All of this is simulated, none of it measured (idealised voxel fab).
Process module heading - voxel wiring stack
Each square cell in cross-section cut measures 5 nm, and the section as a whole is 155 nm wide.
We lay out every cross-section as a grid of square cells and spell it out in bands from the top down, where one band means one or more rows of cells.
What a band's entry tells you: where the top is and where the bottom is, as heights in nm, and after that what lies inside, material by material from left to right, each with its width in nm. Empty space is written as the word "blank", and a single material marked with the word "full width" occupies the band from edge to edge.
For the purposes of this specification, 0 denotes the height below which the wafer in its as-received condition is composed wholly of one material, and the lowermost band, lacking a lower limit, extends downward without end, as expressed in "top 0, no bottom".
Width spec "30..40" -> top row of cells at first value, bottom row at second value, equal per-row change in between.
For the purposes of this document, the phrase "left unchanged" attached to a step denotes that no cell within the cross-section was modified by that step.
"Closed voids list" contains a list of empty spaces, each no smaller than 8 cells and without an open way to the top, written in the form width x height at distance with the distance from the left edge and all three in nm.
Post-settings text on a step line: simulator's own remark regarding the step.
"overlay nm" answers the question of how far to the right of plan the mask lay on a step that has a mask, and when it is negative the answer is to the left.
[The steps planned for the process are as follows]
1 RECEIVE [material Si]
2 CONFORMAL_DEP [material SiO2] [thk nm 10]
3 DIRECTIONAL_DEP [material TiN] [thk nm 5]
4 DIRECTIONAL_DEP [material Ru] [thk nm 25]
5 DIRECTIONAL_DEP [material aC] [thk nm 15]
6 PATTERN [tone cover] [mask id METAL_1] [material resist] [width nm 20] [pitch nm 50] [thk nm 35] [overlay nm 0]
7 DIRECTIONAL_ETCH [etch materials aC] [depth nm 15]
8 STRIP [etch materials resist]
9 DIRECTIONAL_ETCH [etch materials Ru] [depth nm 25]
10 DIRECTIONAL_ETCH [etch materials TiN] [depth nm 5]
11 STRIP [etch materials aC]
12 CONFORMAL_DEP [material SiCN] [thk nm 5]
13 FILL_DEP [material SiO2] [thk nm 10]
14 CMP [height nm 40]
15 CONFORMAL_DEP [material SiCN] [thk nm 5]
16 DIRECTIONAL_DEP [material SiO2] [thk nm 30]
17 MASKED_ETCH [tone open] [mask id METAL_2] [width nm 20] [pitch nm 50] [etch materials SiO2] [depth nm 20] [overlay nm 0]
18 PATTERN [tone open] [mask id METAL_2_HOLES] [material resist] [width nm 15] [pitch nm 100] [thk nm 20] [overlay nm 0]
19 DIRECTIONAL_ETCH [etch materials SiO2] [depth nm 10]
20 DIRECTIONAL_ETCH [etch materials SiCN] [depth nm 5]
21 STRIP [etch materials resist]
22 CONFORMAL_DEP [material TiN] [thk nm 5]
23 FILL_DEP [material Cu] [thk nm 10]
24 CMP [height nm 75]
25 CONFORMAL_DEP [material SiCN] [thk nm 5]
[The first of a set of two wafers, run to plan]
[As-received wafer cross-section (after step 1)]
- top 0, no bottom  Si full width
- Closed voids list: none
[Upon completion of step 2, the wafer appears in cross-section as shown]
- top 10, bottom 0  SiO2 full width
- Everything under 0 stays put, no change at all.
[Upon completion of step 3, the wafer appears in cross-section as shown]
- top 15, bottom 10  TiN full width
- Everything under 10 stays put, no change at all.
[Upon completion of step 4, the wafer appears in cross-section as shown]
- top 40, bottom 15  Ru full width
- Everything under 15 stays put, no change at all.
[Upon completion of step 5, the wafer appears in cross-section as shown]
- top 55, bottom 40  aC full width
- Everything under 40 stays put, no change at all.
[Upon completion of step 6, the wafer appears in cross-section as shown]
- top 90, bottom 55  15 blank  20 resist  30 blank  20 resist  30 blank  20 resist  20 blank
- Everything under 55 stays put, no change at all.
[Upon completion of step 7, the wafer appears in cross-section as shown]
- top 75, bottom 55  15 blank  20 resist  30 blank  20 resist  30 blank  20 resist  20 blank
- top 55, bottom 40  15 blank  20 aC  30 blank  20 aC  30 blank  20 aC  20 blank
- Everything under 40 stays put, no change at all.
[Upon completion of step 8, the wafer appears in cross-section as shown]
- top 55, bottom 40  15 blank  20 aC  30 blank  20 aC  30 blank  20 aC  20 blank
- Everything under 40 stays put, no change at all.
[Upon completion of step 9, the wafer appears in cross-section as shown]
- top 55, bottom 40  15 blank  20 aC  30 blank  20 aC  30 blank  20 aC  20 blank
- top 40, bottom 15  15 blank  20 Ru  30 blank  20 Ru  30 blank  20 Ru  20 blank
- Everything under 15 stays put, no change at all.
[Upon completion of step 10, the wafer appears in cross-section as shown]
- top 55, bottom 40  15 blank  20 aC  30 blank  20 aC  30 blank  20 aC  20 blank
- top 40, bottom 15  15 blank  20 Ru  30 blank  20 Ru  30 blank  20 Ru  20 blank
- top 15, bottom 10  15 blank  20 TiN  30 blank  20 TiN  30 blank  20 TiN  20 blank
- Everything under 10 stays put, no change at all.
[Upon completion of step 11, the wafer appears in cross-section as shown]
- top 40, bottom 15  15 blank  20 Ru  30 blank  20 Ru  30 blank  20 Ru  20 blank
- Everything under 15 stays put, no change at all.
[Upon completion of step 12, the wafer appears in cross-section as shown]
- top 45, bottom 40  10 blank  30 SiCN  20 blank  30 SiCN  20 blank  30 SiCN  15 blank
- top 40, bottom 15  10 blank  5 SiCN  20 Ru  5 SiCN  20 blank  5 SiCN  20 Ru  5 SiCN  20 blank  5 SiCN  20 Ru  5 SiCN  15 blank
- top 15, bottom 10  15 SiCN  20 TiN  30 SiCN  20 TiN  30 SiCN  20 TiN  20 SiCN
- Everything under 10 stays put, no change at all.
[Upon completion of step 13, the wafer appears in cross-section as shown]
- top 55, bottom 45  SiO2 full width
- top 45, bottom 40  10 SiO2  30 SiCN  20 SiO2  30 SiCN  20 SiO2  30 SiCN  15 SiO2
- top 40, bottom 15  10 SiO2  5 SiCN  20 Ru  5 SiCN  20 SiO2  5 SiCN  20 Ru  5 SiCN  20 SiO2  5 SiCN  20 Ru  5 SiCN  15 SiO2
- Everything under 15 stays put, no change at all.
[Upon completion of step 14, the wafer appears in cross-section as shown]
- top 40, bottom 15  10 SiO2  5 SiCN  20 Ru  5 SiCN  20 SiO2  5 SiCN  20 Ru  5 SiCN  20 SiO2  5 SiCN  20 Ru  5 SiCN  15 SiO2
- Everything under 15 stays put, no change at all.
[Upon completion of step 15, the wafer appears in cross-section as shown]
- top 45, bottom 40  SiCN full width
- Everything under 40 stays put, no change at all.
[Upon completion of step 16, the wafer appears in cross-section as shown]
- top 75, bottom 45  SiO2 full width
- Everything under 45 stays put, no change at all.
[Upon completion of step 17, the wafer appears in cross-section as shown]
- top 75, bottom 55  15 SiO2  20 blank  30 SiO2  20 blank  30 SiO2  20 blank  20 SiO2
- Everything under 55 stays put, no change at all.
[Upon completion of step 18, the wafer appears in cross-section as shown]
- top 95, bottom 75  15 resist  15 blank  85 resist  15 blank  25 resist
- top 75, bottom 55  15 SiO2  15 blank  5 resist  30 SiO2  20 resist  30 SiO2  15 blank  5 resist  20 SiO2
- Everything under 55 stays put, no change at all.
[Upon completion of step 19, the wafer appears in cross-section as shown]
- top 95, bottom 75  15 resist  15 blank  85 resist  15 blank  25 resist
- top 75, bottom 55  15 SiO2  15 blank  5 resist  30 SiO2  20 resist  30 SiO2  15 blank  5 resist  20 SiO2
- top 55, bottom 45  15 SiO2  15 blank  85 SiO2  15 blank  25 SiO2
- Everything under 45 stays put, no change at all.
[Upon completion of step 20, the wafer appears in cross-section as shown]
- top 95, bottom 75  15 resist  15 blank  85 resist  15 blank  25 resist
- top 75, bottom 55  15 SiO2  15 blank  5 resist  30 SiO2  20 resist  30 SiO2  15 blank  5 resist  20 SiO2
- top 55, bottom 45  15 SiO2  15 blank  85 SiO2  15 blank  25 SiO2
- top 45, bottom 40  15 SiCN  15 blank  85 SiCN  15 blank  25 SiCN
- Everything under 40 stays put, no change at all.
[Upon completion of step 21, the wafer appears in cross-section as shown]
- top 75, bottom 55  15 SiO2  20 blank  30 SiO2  20 blank  30 SiO2  20 blank  20 SiO2
- Everything under 55 stays put, no change at all.
[Upon completion of step 22, the wafer appears in cross-section as shown]
- top 80, bottom 75  20 TiN  10 blank  40 TiN  10 blank  40 TiN  10 blank  25 TiN
- top 75, bottom 60  15 SiO2  5 TiN  10 blank  5 TiN  30 SiO2  5 TiN  10 blank  5 TiN  30 SiO2  5 TiN  10 blank  5 TiN  20 SiO2
- top 60, bottom 55  15 SiO2  5 TiN  5 blank  10 TiN  30 SiO2  20 TiN  30 SiO2  5 TiN  5 blank  10 TiN  20 SiO2
- top 55, bottom 45  15 SiO2  5 TiN  5 blank  5 TiN  85 SiO2  5 TiN  5 blank  5 TiN  25 SiO2
- top 45, bottom 40  15 SiCN  15 TiN  85 SiCN  15 TiN  25 SiCN
- Everything under 40 stays put, no change at all.
[Upon completion of step 23, the wafer appears in cross-section as shown]
- top 90, bottom 80  Cu full width
- top 80, bottom 75  20 TiN  10 Cu  40 TiN  10 Cu  40 TiN  10 Cu  25 TiN
- top 75, bottom 60  15 SiO2  5 TiN  10 Cu  5 TiN  30 SiO2  5 TiN  10 Cu  5 TiN  30 SiO2  5 TiN  10 Cu  5 TiN  20 SiO2
- top 60, bottom 55  15 SiO2  5 TiN  5 Cu  10 TiN  30 SiO2  20 TiN  30 SiO2  5 TiN  5 Cu  10 TiN  20 SiO2
- top 55, bottom 45  15 SiO2  5 TiN  5 Cu  5 TiN  85 SiO2  5 TiN  5 Cu  5 TiN  25 SiO2
- Everything under 45 stays put, no change at all.
[Upon completion of step 24, the wafer appears in cross-section as shown]
- top 75, bottom 60  15 SiO2  5 TiN  10 Cu  5 TiN  30 SiO2  5 TiN  10 Cu  5 TiN  30 SiO2  5 TiN  10 Cu  5 TiN  20 SiO2
- Everything under 60 stays put, no change at all.
[Upon completion of step 25, the wafer appears in cross-section as shown]
- top 80, bottom 75  SiCN full width
- Everything under 75 stays put, no change at all.
[Okay, second wafer. Nothing different at the start, nothing different in the plan, just one mistake somewhere in the running. As far as step 15, counting that step, it's the first wafer all over again]
[Cross-section of the second wafer at the time by which step 16 should have been completed according to the plan]
- top 70, bottom 45  SiO2 full width
- Everything under 45 stays put, no change at all.
[Cross-section of the second wafer at the time by which step 17 should have been completed according to the plan]
- top 70, bottom 50  15 SiO2  20 blank  30 SiO2  20 blank  30 SiO2  20 blank  20 SiO2
- Everything under 50 stays put, no change at all.
[Cross-section of the second wafer at the time by which step 18 should have been completed according to the plan]
- top 90, bottom 70  15 resist  15 blank  85 resist  15 blank  25 resist
- top 70, bottom 50  15 SiO2  15 blank  5 resist  30 SiO2  20 resist  30 SiO2  15 blank  5 resist  20 SiO2
- Everything under 50 stays put, no change at all.
[Cross-section of the second wafer at the time by which step 19 should have been completed according to the plan]
- top 90, bottom 70  15 resist  15 blank  85 resist  15 blank  25 resist
- top 70, bottom 50  15 SiO2  15 blank  5 resist  30 SiO2  20 resist  30 SiO2  15 blank  5 resist  20 SiO2
- top 50, bottom 45  15 SiO2  15 blank  85 SiO2  15 blank  25 SiO2
- Everything under 45 stays put, no change at all.
[Cross-section of the second wafer at the time by which step 20 should have been completed according to the plan]
- top 90, bottom 70  15 resist  15 blank  85 resist  15 blank  25 resist
- top 70, bottom 50  15 SiO2  15 blank  5 resist  30 SiO2  20 resist  30 SiO2  15 blank  5 resist  20 SiO2
- top 50, bottom 45  15 SiO2  15 blank  85 SiO2  15 blank  25 SiO2
- top 45, bottom 40  15 SiCN  15 blank  85 SiCN  15 blank  25 SiCN
- Everything under 40 stays put, no change at all.
[Cross-section of the second wafer at the time by which step 21 should have been completed according to the plan]
- top 70, bottom 50  15 SiO2  20 blank  30 SiO2  20 blank  30 SiO2  20 blank  20 SiO2
- Everything under 50 stays put, no change at all.
[Cross-section of the second wafer at the time by which step 22 should have been completed according to the plan]
- top 75, bottom 70  20 TiN  10 blank  40 TiN  10 blank  40 TiN  10 blank  25 TiN
- top 70, bottom 55  15 SiO2  5 TiN  10 blank  5 TiN  30 SiO2  5 TiN  10 blank  5 TiN  30 SiO2  5 TiN  10 blank  5 TiN  20 SiO2
- top 55, bottom 50  15 SiO2  5 TiN  5 blank  10 TiN  30 SiO2  20 TiN  30 SiO2  5 TiN  5 blank  10 TiN  20 SiO2
- top 50, bottom 45  15 SiO2  5 TiN  5 blank  5 TiN  85 SiO2  5 TiN  5 blank  5 TiN  25 SiO2
- top 45, bottom 40  15 SiCN  15 TiN  85 SiCN  15 TiN  25 SiCN
- Everything under 40 stays put, no change at all.
[Cross-section of the second wafer at the time by which step 23 should have been completed according to the plan]
- top 85, bottom 75  Cu full width
- top 75, bottom 70  20 TiN  10 Cu  40 TiN  10 Cu  40 TiN  10 Cu  25 TiN
- top 70, bottom 55  15 SiO2  5 TiN  10 Cu  5 TiN  30 SiO2  5 TiN  10 Cu  5 TiN  30 SiO2  5 TiN  10 Cu  5 TiN  20 SiO2
- top 55, bottom 50  15 SiO2  5 TiN  5 Cu  10 TiN  30 SiO2  20 TiN  30 SiO2  5 TiN  5 Cu  10 TiN  20 SiO2
- top 50, bottom 45  15 SiO2  5 TiN  5 Cu  5 TiN  85 SiO2  5 TiN  5 Cu  5 TiN  25 SiO2
- Everything under 45 stays put, no change at all.
[Cross-section of the second wafer at the time by which step 24 should have been completed according to the plan]
- top 75, bottom 70  20 TiN  10 Cu  40 TiN  10 Cu  40 TiN  10 Cu  25 TiN
- Everything under 70 stays put, no change at all.
[Cross-section of the second wafer at the time by which step 25 should have been completed according to the plan]
- top 80, bottom 75  SiCN full width
- Everything under 75 stays put, no change at all.
Want to know what went wrong? for step 16, the planned setting was not used; the step was instead run as DIRECTIONAL_DEP [material SiO2] [thk nm 25]
FYI, end of process, the second wafer has more or fewer cells of some materials than the first: Cu: 4 more | SiO2: 25 fewer | TiN: 21 more
